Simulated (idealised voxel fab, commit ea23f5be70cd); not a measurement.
process module | voxel double patterning
cross-section cut | 150 nm wide | cells 5 nm
A cross-section is a grid of square cells, given in bands from the top down. A band is one or more rows of cells.
Each band's line starts with the height of the band's top and of its bottom, in nm. Then come its materials from left to right, each with its width in nm. One material with "throughout" fills the band from edge to edge. "air" is empty space.
Height 0 is the level under which the wafer as received is all one material. The lowest band goes on downwards, as in "0 down".
A width such as "30 to 40" changes by the same amount from each row of cells to the next, from the band's top row to its bottom row.
"no change" after a step means that no cell of the cross-section changed.
closed voids: empty space of 8 cells or more with no open way to the top, each as width x height at its distance from the left edge, in nm
after a step's settings: what the simulator itself notes on the step
overlay nm, on a step with a mask: how far to the right of its planned place the mask lay; to the left if negative
plan
1 op RECEIVE | material Si
2 op CONFORMAL_DEP | material SiN | thk nm 5
3 op DIRECTIONAL_DEP | material SiO2 | thk nm 15
4 op DIRECTIONAL_DEP | material SiCN | thk nm 10
5 op PATTERN | tone open | mask id FIRST | material resist | width nm 15 | pitch nm 50 | thk nm 20 | overlay nm 0
6 op DIRECTIONAL_ETCH | etch materials SiCN | depth nm 10
7 op STRIP | etch materials resist
8 op MASKED_ETCH | tone open | mask id SECOND | width nm 15 | etch materials SiCN | depth nm 10 | overlay nm 0
9 op DIRECTIONAL_ETCH | etch materials SiO2 | depth nm 15
10 op STRIP | etch materials SiCN
first wafer, as planned
as received, after step 1
  0 down: Si throughout
  closed voids: none
after step 2
  5 to 0: SiN throughout
  below 0: unchanged
after step 3
  20 to 5: SiO2 throughout
  below 5: unchanged
after step 4
  30 to 20: SiCN throughout
  below 20: unchanged
after step 5
  50 to 30: resist 40 | air 15 | resist 35 | air 15 | resist 45
  below 30: unchanged
after step 6
  50 to 30: resist 40 | air 15 | resist 35 | air 15 | resist 45
  30 to 20: SiCN 40 | air 15 | SiCN 35 | air 15 | SiCN 45
  below 20: unchanged
after step 7
  30 to 20: SiCN 40 | air 15 | SiCN 35 | air 15 | SiCN 45
  below 20: unchanged
after step 8
  30 to 20: SiCN 40 | air 15 | SiCN 10 | air 15 | SiCN 10 | air 15 | SiCN 45
  below 20: unchanged
after step 9
  30 to 20: SiCN 40 | air 15 | SiCN 10 | air 15 | SiCN 10 | air 15 | SiCN 45
  20 to 5: SiO2 40 | air 15 | SiO2 10 | air 15 | SiO2 10 | air 15 | SiO2 45
  below 5: unchanged
after step 10
  20 to 5: SiO2 40 | air 15 | SiO2 10 | air 15 | SiO2 10 | air 15 | SiO2 45
  below 5: unchanged
second wafer: like start, like plan, one mistake. Through step 9 it matches the first wafer
when step 10 should have ended: no change
what went wrong: step 10 was left out
at the end the second wafer has, in cells: 42 more of SiCN
